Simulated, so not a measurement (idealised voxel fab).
process module | voxel self aligned vias
cross-section cut | 300 nm wide | cells 5 nm
A cross-section is a grid of square cells, given in bands from the top down. A band is one or more rows of cells.
Each band's line starts with the height of the band's top and of its bottom, in nm. Then come its materials from left to right, each with its width in nm. One material with "throughout" fills the band from edge to edge. "air" is empty space.
Height 0 is the level under which the wafer as received is all one material. The lowest band goes on downwards, as in "0 down".
A width such as "30 to 40" changes by the same amount from each row of cells to the next, from the band's top row to its bottom row.
"no change" after a step means that no cell of the cross-section changed.
closed voids: empty space of 8 cells or more with no open way to the top, each as width x height at its distance from the left edge, in nm
after a step's settings: what the simulator itself notes on the step
overlay nm, on a step with a mask: how far to the right of its planned place the mask lay; to the left if negative
plan
1 op RECEIVE | material Si
2 op CONFORMAL_DEP | material SiO2 | thk nm 10
3 op CONFORMAL_DEP | material SiCN | thk nm 5
4 op DIRECTIONAL_DEP | material lowk | thk nm 25
5 op PATTERN | tone open | mask id LINES | material resist | width nm 25 | pitch nm 50 | thk nm 20 | overlay nm 0
6 op DIRECTIONAL_ETCH | etch materials lowk | depth nm 25
7 op STRIP | etch materials resist
8 op CONFORMAL_DEP | material TiN | thk nm 5
9 op FILL_DEP | material W | thk nm 5
10 op CMP | height nm 40
11 op SELECTIVE_ETCH | etch materials W Ru TiN | depth nm 5
12 op FILL_DEP | material SiN | thk nm 10
13 op CMP | height nm 40
14 op DIRECTIONAL_DEP | material lowk | thk nm 15
15 op MASKED_ETCH | tone open | mask id VIAS | width nm 35 | pitch nm 50 | etch materials lowk | depth nm 15 | overlay nm 0
16 op MASKED_ETCH | tone open | mask id VIAS | width nm 35 | pitch nm 50 | etch materials SiN | depth nm 5 | overlay nm 0
17 op CONFORMAL_DEP | material TiN | thk nm 5
18 op FILL_DEP | material Cu | thk nm 10
19 op CMP | height nm 55
20 op CONFORMAL_DEP | material SiN | thk nm 5
first wafer, as planned
as received, after step 1
  0 down: Si throughout
  closed voids: none
after step 2
  10 to 0: SiO2 throughout
  below 0: unchanged
after step 3
  15 to 10: SiCN throughout
  below 10: unchanged
after step 4
  40 to 15: lowk throughout
  below 15: unchanged
after step 5
  60 to 40: resist 110 | air 25 | resist 25 | air 25 | resist 115
  below 40: unchanged
after step 6
  60 to 40: resist 110 | air 25 | resist 25 | air 25 | resist 115
  40 to 15: lowk 110 | air 25 | lowk 25 | air 25 | lowk 115
  below 15: unchanged
after step 7
  40 to 15: lowk 110 | air 25 | lowk 25 | air 25 | lowk 115
  below 15: unchanged
after step 8
  45 to 40: TiN 115 | air 15 | TiN 35 | air 15 | TiN 120
  40 to 20: lowk 110 | TiN 5 | air 15 | TiN 5 | lowk 25 | TiN 5 | air 15 | TiN 5 | lowk 115
  20 to 15: lowk 110 | TiN 25 | lowk 25 | TiN 25 | lowk 115
  below 15: unchanged
after step 9
  50 to 45: W throughout
  45 to 40: TiN 115 | W 15 | TiN 35 | W 15 | TiN 120
  40 to 20: lowk 110 | TiN 5 | W 15 | TiN 5 | lowk 25 | TiN 5 | W 15 | TiN 5 | lowk 115
  below 20: unchanged
after step 10
  40 to 20: lowk 110 | TiN 5 | W 15 | TiN 5 | lowk 25 | TiN 5 | W 15 | TiN 5 | lowk 115
  below 20: unchanged
after step 11
  40 to 35: lowk 110 | air 25 | lowk 25 | air 25 | lowk 115
  below 35: unchanged
after step 12
  50 to 40: SiN throughout
  40 to 35: lowk 110 | SiN 25 | lowk 25 | SiN 25 | lowk 115
  below 35: unchanged
after step 13
  40 to 35: lowk 110 | SiN 25 | lowk 25 | SiN 25 | lowk 115
  below 35: unchanged
after step 14
  55 to 40: lowk throughout
  below 40: unchanged
after step 15
  55 to 40: lowk 105 | air 35 | lowk 15 | air 35 | lowk 110
  below 40: unchanged
after step 16
  55 to 40: lowk 105 | air 35 | lowk 15 | air 35 | lowk 110
  40 to 35: lowk 110 | air 25 | lowk 25 | air 25 | lowk 115
  below 35: unchanged
after step 17
  60 to 55: TiN 110 | air 25 | TiN 25 | air 25 | TiN 115
  55 to 45: lowk 105 | TiN 5 | air 25 | TiN 5 | lowk 15 | TiN 5 | air 25 | TiN 5 | lowk 110
  45 to 40: lowk 105 | TiN 10 | air 15 | TiN 10 | lowk 15 | TiN 10 | air 15 | TiN 10 | lowk 110
  40 to 35: lowk 110 | TiN 25 | lowk 25 | TiN 25 | lowk 115
  below 35: unchanged
after step 18
  70 to 60: Cu throughout
  60 to 55: TiN 110 | Cu 25 | TiN 25 | Cu 25 | TiN 115
  55 to 45: lowk 105 | TiN 5 | Cu 25 | TiN 5 | lowk 15 | TiN 5 | Cu 25 | TiN 5 | lowk 110
  45 to 40: lowk 105 | TiN 10 | Cu 15 | TiN 10 | lowk 15 | TiN 10 | Cu 15 | TiN 10 | lowk 110
  below 40: unchanged
after step 19
  55 to 45: lowk 105 | TiN 5 | Cu 25 | TiN 5 | lowk 15 | TiN 5 | Cu 25 | TiN 5 | lowk 110
  below 45: unchanged
after step 20
  60 to 55: SiN throughout
  below 55: unchanged
second wafer: like start, like plan, one mistake. Through step 9 it matches the first wafer
when step 10 should have ended
  30 to 20: lowk 110 | TiN 5 | W 15 | TiN 5 | lowk 25 | TiN 5 | W 15 | TiN 5 | lowk 115
  below 20: unchanged
when step 11 should have ended
  30 to 25: lowk 110 | air 25 | lowk 25 | air 25 | lowk 115
  below 25: unchanged
when step 12 should have ended
  40 to 30: SiN throughout
  30 to 25: lowk 110 | SiN 25 | lowk 25 | SiN 25 | lowk 115
  below 25: unchanged
when step 13 should have ended: no change
when step 14 should have ended
  55 to 40: lowk throughout
  below 40: unchanged
when step 15 should have ended
  55 to 40: lowk 105 | air 35 | lowk 15 | air 35 | lowk 110
  below 40: unchanged
when step 16 should have ended
  55 to 40: lowk 105 | air 35 | lowk 15 | air 35 | lowk 110
  40 to 35: SiN 105 | air 35 | SiN 15 | air 35 | SiN 110
  below 35: unchanged
when step 17 should have ended
  60 to 55: TiN 110 | air 25 | TiN 25 | air 25 | TiN 115
  55 to 40: lowk 105 | TiN 5 | air 25 | TiN 5 | lowk 15 | TiN 5 | air 25 | TiN 5 | lowk 110
  40 to 35: SiN 105 | TiN 35 | SiN 15 | TiN 35 | SiN 110
  below 35: unchanged
when step 18 should have ended
  70 to 60: Cu throughout
  60 to 55: TiN 110 | Cu 25 | TiN 25 | Cu 25 | TiN 115
  55 to 40: lowk 105 | TiN 5 | Cu 25 | TiN 5 | lowk 15 | TiN 5 | Cu 25 | TiN 5 | lowk 110
  below 40: unchanged
when step 19 should have ended
  55 to 40: lowk 105 | TiN 5 | Cu 25 | TiN 5 | lowk 15 | TiN 5 | Cu 25 | TiN 5 | lowk 110
  below 40: unchanged
when step 20 should have ended
  60 to 55: SiN throughout
  below 55: unchanged
what went wrong: step 10 ran as: op CMP | height nm 30
at the end the second wafer has, in cells: 4 more of Cu | 116 more of SiN | 8 fewer of TiN | 12 fewer of W | 100 fewer of lowk
